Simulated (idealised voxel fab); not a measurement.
The following is a process module called voxel spacer lines.
Square cells of 5 nm make up the cross-section cut, whose width is 250 nm.
In what follows, cross-sections appear as grids of square cells, described through bands that run from the top down, where every band is one or more rows of cells.
Basically the band line says how high the top is and how high the bottom is, in nm, and then what's in it from left to right, every material with its width in nm. Empty space shows up as "air", and if a single material carries "throughout" it runs the full band edge to edge.
Ref level 0: as-received wafer is one material below here. Bottom band extends down with no lower bound ("top 0, no bottom").
So if you see something like "30 to 40" for the width, read it as the top row of the band sitting at the first number and the bottom row at the second, with every row in between moving by the same amount as the last.
Basically "no modification" means that step didn't change any cell in the cross-section.
So "Entrapped voids" is basically the list of trapped voids: any empty space of 8 cells or more that can't reach the top through an opening. They're written width x height at distance, the distance being from the left edge, and it's all nm.
Step line, after settings: the simulator's comment on this step.
overlay nm: how far to the right of its planned place the mask lay on this masked step (negative: to the left).
### The process steps that were planned are listed below
1,op RECEIVE | material Si
2,op CONFORMAL_DEP | material SiO2 | thk nm 10
3,op DIRECTIONAL_DEP | material TiN | thk nm 15
4,op DIRECTIONAL_DEP | material aC | thk nm 30
5,op PATTERN | tone cover | mask id MANDREL | material resist | width nm 25 | pitch nm 80 | thk nm 35 | overlay nm 0
6,op DIRECTIONAL_ETCH | etch materials aC | depth nm 30
7,op STRIP | etch materials resist
8,op CONFORMAL_DEP | material SiN | thk nm 15
9,op DIRECTIONAL_ETCH | etch materials SiN | depth nm 15
10,op STRIP | etch materials aC
11,op DIRECTIONAL_ETCH | etch materials TiN | depth nm 15
12,op STRIP | etch materials SiN
### So this is the incoming wafer in cross-section - it's already been through step 1
  top 0, no bottom  Si throughout
  Entrapped voids: none
### Cross-section, end of module. Start: as above. Plan: as above. Execution: one mistake
  top 25, bottom 10  air (70), TiN (25), air (55), TiN (25), air (75)
  top 10, bottom 0  SiO2 throughout
  top 0, no bottom  Si throughout
  Entrapped voids: none
What went wrong in running the wafer? contrary to plan, step 5 was performed as op PATTERN | tone open | mask id MANDREL | material resist | width nm 25 | pitch nm 80 | thk nm 35 | overlay nm 0
